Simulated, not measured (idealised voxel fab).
The document below concerns the process module designated voxel wiring stack.
The cross-section shown here is cut; it is 230 nm wide and divided into square cells measuring 5 nm on a side.
Just so we're on the same page, the cross-sections are grids of square cells, and they're listed out in bands top to bottom, each band one or more rows deep.
The entry gives the band's vertical extent as a top height and a bottom height in nm, then its horizontal make-up as materials from left to right, each with a width in nm. "empty" stands for empty space; a single material marked "edge to edge" fills the band edge to edge.
Zero point of the height axis is 0; under it, received wafer = one material. Lowest band: continues down indefinitely, "top 0, no bottom".
A width given as "30 to 40" starts at the first number in the band's top row and ends at the second number in its bottom row, shifting by an equal amount at every step from row to row.
Any step labelled "no change" changed none of the cells in the cross-section.
You'll see "Catalogued sealed voids" listing empty spaces that have no way open to the top, as long as they're 8 cells or more; the notation is width x height at distance, where the distance is from the left edge, and all of it is in nm.
Formally, on a step line, whatever follows the settings is a remark that the simulator itself makes on the step.
The setting "overlay nm" may be written on the line of a step. When the step uses a mask, the value reports how far to the right of the planned place the mask lay, and a negative value reports that it lay to the left.
[These are the steps we planned for the process]
- 1: op RECEIVE | material Si
- 2: op CONFORMAL_DEP | material SiO2 | thk nm 15
- 3: op CONFORMAL_DEP | material SiN | thk nm 5
- 4: op DIRECTIONAL_DEP | material lowk | thk nm 15
- 5: op PATTERN | tone open | mask id METAL_1 | material resist | width nm 20 | pitch nm 50 | thk nm 20 | overlay nm 0
- 6: op DIRECTIONAL_ETCH | etch materials lowk | depth nm 15
- 7: op DIRECTIONAL_ETCH | etch materials SiN | depth nm 5
- 8: op STRIP | etch materials resist
- 9: op CONFORMAL_DEP | material TiN | thk nm 5
- 10: op FILL_DEP | material W | thk nm 10
- 11: op CMP | height nm 35
- 12: op EPI | material Ru | thk nm 5
- 13: op FILL_DEP | material SiCN | thk nm 5
- 14: op DIRECTIONAL_DEP | material lowk | thk nm 30
- 15: op PATTERN | tone open | mask id METAL_2_HOLES | material resist | width nm 15 | pitch nm 50 | thk nm 20 | overlay nm 0
- 16: op DIRECTIONAL_ETCH | etch materials lowk | depth nm 30
- 17: op STRIP | etch materials resist
- 18: op DIRECTIONAL_DEP | material aC | thk nm 15
- 19: op PATTERN | tone open | mask id METAL_2 | material resist | width nm 20 | pitch nm 50 | thk nm 30 | overlay nm 0
- 20: op DIRECTIONAL_ETCH | etch materials aC | depth nm 15
- 21: op STRIP | etch materials resist
- 22: op DIRECTIONAL_ETCH | etch materials lowk | depth nm 20
- 23: op DIRECTIONAL_ETCH | etch materials SiCN | depth nm 5
- 24: op STRIP | etch materials aC
- 25: op CONFORMAL_DEP | material TiN | thk nm 5
- 26: op FILL_DEP | material Cu | thk nm 5
- 27: op CMP | height nm 75
- 28: op CONFORMAL_DEP | material SiCN | thk nm 5
- 29: op DIRECTIONAL_DEP | material lowk | thk nm 25
- 30: op MASKED_ETCH | tone open | mask id METAL_3_HOLES | width nm 15 | pitch nm 50 | etch materials lowk | depth nm 25 | overlay nm 0
- 31: op DIRECTIONAL_DEP | material aC | thk nm 10
- 32: op PATTERN | tone open | mask id METAL_3 | material resist | width nm 20 | pitch nm 50 | thk nm 30 | overlay nm 0
- 33: op DIRECTIONAL_ETCH | etch materials aC | depth nm 10
- 34: op STRIP | etch materials resist
- 35: op DIRECTIONAL_ETCH | etch materials lowk | depth nm 15
- 36: op DIRECTIONAL_ETCH | etch materials SiCN | depth nm 5
- 37: op STRIP | etch materials aC
- 38: op CONFORMAL_DEP | material TiN | thk nm 5
- 39: op FILL_DEP | material Ru | thk nm 5
- 40: op CMP | height nm 105
- 41: op CONFORMAL_DEP | material SiN | thk nm 5
[As received (post step 1): cross-section]
    top 0, no bottom = Si edge to edge
    Catalogued sealed voids: none
[This is how the wafer looks in cross-section once the module is done, given the starting state and plan above and one mistake in carrying the plan out]
    top 110, bottom 105 = SiN edge to edge
    top 105, bottom 95 = 30 nm lowk, then 5 nm TiN, then 10 nm Ru, then 5 nm TiN, then 30 nm lowk, then 5 nm TiN, then 10 nm Ru, then 5 nm TiN, then 30 nm lowk, then 5 nm TiN, then 10 nm Ru, then 5 nm TiN, then 30 nm lowk, then 5 nm TiN, then 10 nm Ru, then 5 nm TiN, then 30 nm lowk
    top 95, bottom 90 = 30 nm lowk, then 5 nm TiN, then 5 nm Ru, then 10 nm TiN, then 30 nm lowk, then 5 nm TiN, then 5 nm Ru, then 10 nm TiN, then 30 nm lowk, then 5 nm TiN, then 5 nm Ru, then 10 nm TiN, then 30 nm lowk, then 5 nm TiN, then 5 nm Ru, then 10 nm TiN, then 30 nm lowk
    top 90, bottom 80 = 30 nm lowk, then 5 nm TiN, then 5 nm Ru, then 5 nm TiN, then 35 nm lowk, then 5 nm TiN, then 5 nm Ru, then 5 nm TiN, then 35 nm lowk, then 5 nm TiN, then 5 nm Ru, then 5 nm TiN, then 35 nm lowk, then 5 nm TiN, then 5 nm Ru, then 5 nm TiN, then 35 nm lowk
    top 80, bottom 75 = 30 nm SiCN, then 15 nm TiN, then 35 nm SiCN, then 15 nm TiN, then 35 nm SiCN, then 15 nm TiN, then 35 nm SiCN, then 15 nm TiN, then 35 nm SiCN
    top 75, bottom 60 = 30 nm lowk, then 5 nm TiN, then 10 nm Cu, then 5 nm TiN, then 30 nm lowk, then 5 nm TiN, then 10 nm Cu, then 5 nm TiN, then 30 nm lowk, then 5 nm TiN, then 10 nm Cu, then 5 nm TiN, then 30 nm lowk, then 5 nm TiN, then 10 nm Cu, then 5 nm TiN, then 30 nm lowk
    top 60, bottom 55 = 30 nm lowk, then 5 nm TiN, then 5 nm Cu, then 10 nm TiN, then 30 nm lowk, then 5 nm TiN, then 5 nm Cu, then 10 nm TiN, then 30 nm lowk, then 5 nm TiN, then 5 nm Cu, then 10 nm TiN, then 30 nm lowk, then 5 nm TiN, then 5 nm Cu, then 10 nm TiN, then 30 nm lowk
    top 55, bottom 45 = 30 nm lowk, then 5 nm TiN, then 5 nm Cu, then 5 nm TiN, then 35 nm lowk, then 5 nm TiN, then 5 nm Cu, then 5 nm TiN, then 35 nm lowk, then 5 nm TiN, then 5 nm Cu, then 5 nm TiN, then 35 nm lowk, then 5 nm TiN, then 5 nm Cu, then 5 nm TiN, then 35 nm lowk
    top 45, bottom 40 = 30 nm SiCN, then 15 nm TiN, then 35 nm SiCN, then 15 nm TiN, then 35 nm SiCN, then 15 nm TiN, then 35 nm SiCN, then 15 nm TiN, then 35 nm SiCN
    top 40, bottom 35 = 25 nm SiCN, then 30 nm Ru, then 20 nm SiCN, then 30 nm Ru, then 20 nm SiCN, then 30 nm Ru, then 20 nm SiCN, then 30 nm Ru, then 25 nm SiCN
    top 35, bottom 30 = 30 nm lowk, then 5 nm TiN, then 10 nm W, then 5 nm TiN, then 30 nm lowk, then 5 nm TiN, then 10 nm W, then 5 nm TiN, then 30 nm lowk, then 5 nm TiN, then 10 nm W, then 5 nm TiN, then 30 nm lowk, then 5 nm TiN, then 10 nm W, then 5 nm TiN, then 30 nm lowk
    top 30, bottom 25 = 30 nm SiN, then 20 nm TiN, then 30 nm SiN, then 20 nm TiN, then 30 nm SiN, then 20 nm TiN, then 30 nm SiN, then 20 nm TiN, then 30 nm SiN
    top 25, bottom 15 = SiN edge to edge
    top 15, bottom 0 = SiO2 edge to edge
    top 0, no bottom = Si edge to edge
    Catalogued sealed voids: none
Finding, execution versus plan: note that step 3 departed from the planned setting and was carried out as op CONFORMAL_DEP | material SiN | thk nm 15
